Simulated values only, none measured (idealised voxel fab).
process module | voxel capacitor over wiring
cross-section cut | 190 nm wide | cells 5 nm
A cross-section is a grid of square cells, given in bands from the top down. A band is one or more rows of cells.
Each band's line starts with the height of the band's top and of its bottom, in nm. Then come its materials from left to right, each with its width in nm. One material with "throughout" fills the band from edge to edge. "air" is empty space.
Height 0 is the level under which the wafer as received is all one material. The lowest band goes on downwards, as in "0 down".
A width such as "30 to 40" changes by the same amount from each row of cells to the next, from the band's top row to its bottom row.
"no change" after a step means that no cell of the cross-section changed.
closed voids: empty space of 8 cells or more with no open way to the top, each as width x height at its distance from the left edge, in nm
after a step's settings: what the simulator itself notes on the step
overlay nm, on a step with a mask: how far to the right of its planned place the mask lay; to the left if negative
plan
1 op RECEIVE | material Si
2 op CONFORMAL_DEP | material SiO2 | thk nm 15
3 op DIRECTIONAL_DEP | material TiN | thk nm 5
4 op DIRECTIONAL_DEP | material Ru | thk nm 20
5 op PATTERN | tone cover | mask id METAL_1 | material resist | width nm 25 | pitch nm 95 | thk nm 20 | overlay nm 0
6 op DIRECTIONAL_ETCH | etch materials Ru | depth nm 20
7 op DIRECTIONAL_ETCH | etch materials TiN | depth nm 5
8 op STRIP | etch materials resist
9 op CONFORMAL_DEP | material SiN | thk nm 5
10 op FILL_DEP | material SiO2 | thk nm 5
11 op CMP | height nm 40
12 op CONFORMAL_DEP | material SiCN | thk nm 5
13 op DIRECTIONAL_DEP | material SiO2 | thk nm 15
14 op DIRECTIONAL_DEP | material aC | thk nm 15
15 op PATTERN | tone open | mask id PLUG_1 | material resist | width nm 15 | thk nm 30 | overlay nm 0
16 op DIRECTIONAL_ETCH | etch materials aC | depth nm 15
17 op STRIP | etch materials resist
18 op DIRECTIONAL_ETCH | etch materials SiO2 | depth nm 15
19 op DIRECTIONAL_ETCH | etch materials SiCN | depth nm 5
20 op STRIP | etch materials aC
21 op CONFORMAL_DEP | material TiN | thk nm 5
22 op FILL_DEP | material W | thk nm 5
23 op CMP | height nm 60
24 op DIRECTIONAL_DEP | material TiN | thk nm 10
25 op DIRECTIONAL_DEP | material HfO2 | thk nm 5
26 op DIRECTIONAL_DEP | material TiN | thk nm 10
27 op PATTERN | tone cover | mask id UPPER_PLATE | material resist | width nm 75 | thk nm 15 | overlay nm 0
28 op DIRECTIONAL_ETCH | etch materials TiN | depth nm 10
29 op DIRECTIONAL_ETCH | etch materials HfO2 | depth nm 5
30 op STRIP | etch materials resist
31 op PATTERN | tone cover | mask id LOWER_PLATE | material resist | width nm 85 | thk nm 15 | overlay nm 0
32 op DIRECTIONAL_ETCH | etch materials TiN | depth nm 10
33 op STRIP | etch materials resist
34 op FILL_DEP | material SiO2 | thk nm 20
35 op CMP | height nm 100
36 op DIRECTIONAL_DEP | material aC | thk nm 15
37 op PATTERN | tone open | mask id PLUG_2 | material resist | width nm 15 | thk nm 30 | overlay nm 0
38 op DIRECTIONAL_ETCH | etch materials aC | depth nm 15
39 op STRIP | etch materials resist
40 op DIRECTIONAL_ETCH | etch materials SiO2 | depth nm 15
41 op STRIP | etch materials aC
42 op CONFORMAL_DEP | material TiN | thk nm 5
43 op FILL_DEP | material Cu | thk nm 10
44 op CMP | height nm 100
45 op CONFORMAL_DEP | material SiCN | thk nm 5
first wafer, as planned
as received, after step 1
  0 down: Si throughout
  closed voids: none
after step 2
  15 to 0: SiO2 throughout
  below 0: unchanged
after step 3
  20 to 15: TiN throughout
  below 15: unchanged
after step 4
  40 to 20: Ru throughout
  below 20: unchanged
after step 5
  60 to 40: air 35 | resist 25 | air 70 | resist 25 | air 35
  below 40: unchanged
after step 6
  60 to 40: air 35 | resist 25 | air 70 | resist 25 | air 35
  40 to 20: air 35 | Ru 25 | air 70 | Ru 25 | air 35
  below 20: unchanged
after step 7
  60 to 40: air 35 | resist 25 | air 70 | resist 25 | air 35
  40 to 20: air 35 | Ru 25 | air 70 | Ru 25 | air 35
  20 to 15: air 35 | TiN 25 | air 70 | TiN 25 | air 35
  below 15: unchanged
after step 8
  40 to 20: air 35 | Ru 25 | air 70 | Ru 25 | air 35
  below 20: unchanged
after step 9
  45 to 40: air 30 | SiN 35 | air 60 | SiN 35 | air 30
  40 to 20: air 30 | SiN 5 | Ru 25 | SiN 5 | air 60 | SiN 5 | Ru 25 | SiN 5 | air 30
  20 to 15: SiN 35 | TiN 25 | SiN 70 | TiN 25 | SiN 35
  below 15: unchanged
after step 10
  50 to 45: SiO2 throughout
  45 to 40: SiO2 30 | SiN 35 | SiO2 60 | SiN 35 | SiO2 30
  40 to 20: SiO2 30 | SiN 5 | Ru 25 | SiN 5 | SiO2 60 | SiN 5 | Ru 25 | SiN 5 | SiO2 30
  below 20: unchanged
after step 11
  40 to 20: SiO2 30 | SiN 5 | Ru 25 | SiN 5 | SiO2 60 | SiN 5 | Ru 25 | SiN 5 | SiO2 30
  below 20: unchanged
after step 12
  45 to 40: SiCN throughout
  below 40: unchanged
after step 13
  60 to 45: SiO2 throughout
  below 45: unchanged
after step 14
  75 to 60: aC throughout
  below 60: unchanged
after step 15
  105 to 75: resist 45 | air 15 | resist 130
  below 75: unchanged
after step 16
  90 to 75: resist 45 | air 15 | resist 130
  75 to 60: aC 45 | air 15 | aC 130
  below 60: unchanged
after step 17
  75 to 60: aC 45 | air 15 | aC 130
  below 60: unchanged
after step 18
  75 to 60: aC 45 | air 15 | aC 130
  60 to 45: SiO2 45 | air 15 | SiO2 130
  below 45: unchanged
after step 19
  75 to 60: aC 45 | air 15 | aC 130
  60 to 45: SiO2 45 | air 15 | SiO2 130
  45 to 40: SiCN 45 | air 15 | SiCN 130
  below 40: unchanged
after step 20
  60 to 45: SiO2 45 | air 15 | SiO2 130
  below 45: unchanged
after step 21
  65 to 60: TiN 50 | air 5 | TiN 135
  60 to 45: SiO2 45 | TiN 5 | air 5 | TiN 5 | SiO2 130
  45 to 40: SiCN 45 | TiN 15 | SiCN 130
  below 40: unchanged
after step 22
  70 to 65: W throughout
  65 to 60: TiN 50 | W 5 | TiN 135
  60 to 45: SiO2 45 | TiN 5 | W 5 | TiN 5 | SiO2 130
  below 45: unchanged
after step 23
  60 to 45: SiO2 45 | TiN 5 | W 5 | TiN 5 | SiO2 130
  below 45: unchanged
after step 24
  70 to 60: TiN throughout
  below 60: unchanged
after step 25
  75 to 70: HfO2 throughout
  below 70: unchanged
after step 26
  85 to 75: TiN throughout
  below 75: unchanged
after step 27
  100 to 85: air 45 | resist 75 | air 70
  below 85: unchanged
after step 28
  100 to 85: air 45 | resist 75 | air 70
  85 to 75: air 45 | TiN 75 | air 70
  below 75: unchanged
after step 29
  100 to 85: air 45 | resist 75 | air 70
  85 to 75: air 45 | TiN 75 | air 70
  75 to 70: air 45 | HfO2 75 | air 70
  below 70: unchanged
after step 30
  85 to 75: air 45 | TiN 75 | air 70
  below 75: unchanged
after step 31
  100 to 85: air 40 | resist 85 | air 65
  85 to 75: air 40 | resist 5 | TiN 75 | resist 5 | air 65
  75 to 70: air 40 | resist 5 | HfO2 75 | resist 5 | air 65
  below 70: unchanged
after step 32
  100 to 85: air 40 | resist 85 | air 65
  85 to 75: air 40 | resist 5 | TiN 75 | resist 5 | air 65
  75 to 70: air 40 | resist 5 | HfO2 75 | resist 5 | air 65
  70 to 60: air 40 | TiN 85 | air 65
  below 60: unchanged
after step 33
  85 to 75: air 45 | TiN 75 | air 70
  75 to 70: air 45 | HfO2 75 | air 70
  below 70: unchanged
after step 34
  105 to 85: SiO2 throughout
  85 to 75: SiO2 45 | TiN 75 | SiO2 70
  75 to 70: SiO2 45 | HfO2 75 | SiO2 70
  70 to 60: SiO2 40 | TiN 85 | SiO2 65
  below 60: unchanged
after step 35
  100 to 85: SiO2 throughout
  below 85: unchanged
after step 36
  115 to 100: aC throughout
  below 100: unchanged
after step 37
  145 to 115: resist 55 | air 15 | resist 120
  below 115: unchanged
after step 38
  130 to 115: resist 55 | air 15 | resist 120
  115 to 100: aC 55 | air 15 | aC 120
  below 100: unchanged
after step 39
  115 to 100: aC 55 | air 15 | aC 120
  below 100: unchanged
after step 40
  115 to 100: aC 55 | air 15 | aC 120
  100 to 85: SiO2 55 | air 15 | SiO2 120
  below 85: unchanged
after step 41
  100 to 85: SiO2 55 | air 15 | SiO2 120
  below 85: unchanged
after step 42
  105 to 100: TiN 60 | air 5 | TiN 125
  100 to 90: SiO2 55 | TiN 5 | air 5 | TiN 5 | SiO2 120
  90 to 85: SiO2 55 | TiN 15 | SiO2 120
  below 85: unchanged
after step 43
  115 to 105: Cu throughout
  105 to 100: TiN 60 | Cu 5 | TiN 125
  100 to 90: SiO2 55 | TiN 5 | Cu 5 | TiN 5 | SiO2 120
  below 90: unchanged
after step 44
  100 to 90: SiO2 55 | TiN 5 | Cu 5 | TiN 5 | SiO2 120
  below 90: unchanged
after step 45
  105 to 100: SiCN throughout
  below 100: unchanged
second wafer: like start, like plan, one mistake. Through step 30 it matches the first wafer
when step 31 should have ended
  100 to 85: air 35 | resist 95 | air 60
  85 to 75: air 35 | resist 10 | TiN 75 | resist 10 | air 60
  75 to 70: air 35 | resist 10 | HfO2 75 | resist 10 | air 60
  below 70: unchanged
when step 32 should have ended
  100 to 85: air 35 | resist 95 | air 60
  85 to 75: air 35 | resist 10 | TiN 75 | resist 10 | air 60
  75 to 70: air 35 | resist 10 | HfO2 75 | resist 10 | air 60
  70 to 60: air 35 | TiN 95 | air 60
  below 60: unchanged
when step 33 should have ended
  85 to 75: air 45 | TiN 75 | air 70
  75 to 70: air 45 | HfO2 75 | air 70
  below 70: unchanged
when step 34 should have ended
  105 to 85: SiO2 throughout
  85 to 75: SiO2 45 | TiN 75 | SiO2 70
  75 to 70: SiO2 45 | HfO2 75 | SiO2 70
  70 to 60: SiO2 35 | TiN 95 | SiO2 60
  below 60: unchanged
when step 35 should have ended
  100 to 85: SiO2 throughout
  below 85: unchanged
when step 36 should have ended
  115 to 100: aC throughout
  below 100: unchanged
when step 37 should have ended
  145 to 115: resist 55 | air 15 | resist 120
  below 115: unchanged
when step 38 should have ended
  130 to 115: resist 55 | air 15 | resist 120
  115 to 100: aC 55 | air 15 | aC 120
  below 100: unchanged
when step 39 should have ended
  115 to 100: aC 55 | air 15 | aC 120
  below 100: unchanged
when step 40 should have ended
  115 to 100: aC 55 | air 15 | aC 120
  100 to 85: SiO2 55 | air 15 | SiO2 120
  below 85: unchanged
when step 41 should have ended
  100 to 85: SiO2 55 | air 15 | SiO2 120
  below 85: unchanged
when step 42 should have ended
  105 to 100: TiN 60 | air 5 | TiN 125
  100 to 90: SiO2 55 | TiN 5 | air 5 | TiN 5 | SiO2 120
  90 to 85: SiO2 55 | TiN 15 | SiO2 120
  below 85: unchanged
when step 43 should have ended
  115 to 105: Cu throughout
  105 to 100: TiN 60 | Cu 5 | TiN 125
  100 to 90: SiO2 55 | TiN 5 | Cu 5 | TiN 5 | SiO2 120
  below 90: unchanged
when step 44 should have ended
  100 to 90: SiO2 55 | TiN 5 | Cu 5 | TiN 5 | SiO2 120
  below 90: unchanged
when step 45 should have ended
  105 to 100: SiCN throughout
  below 100: unchanged
what went wrong: step 31 ran as: op PATTERN | tone cover | mask id LOWER_PLATE | material resist | width nm 95 | thk nm 15 | overlay nm 0
at the end the second wafer has, in cells: 4 fewer of SiO2 | 4 more of TiN
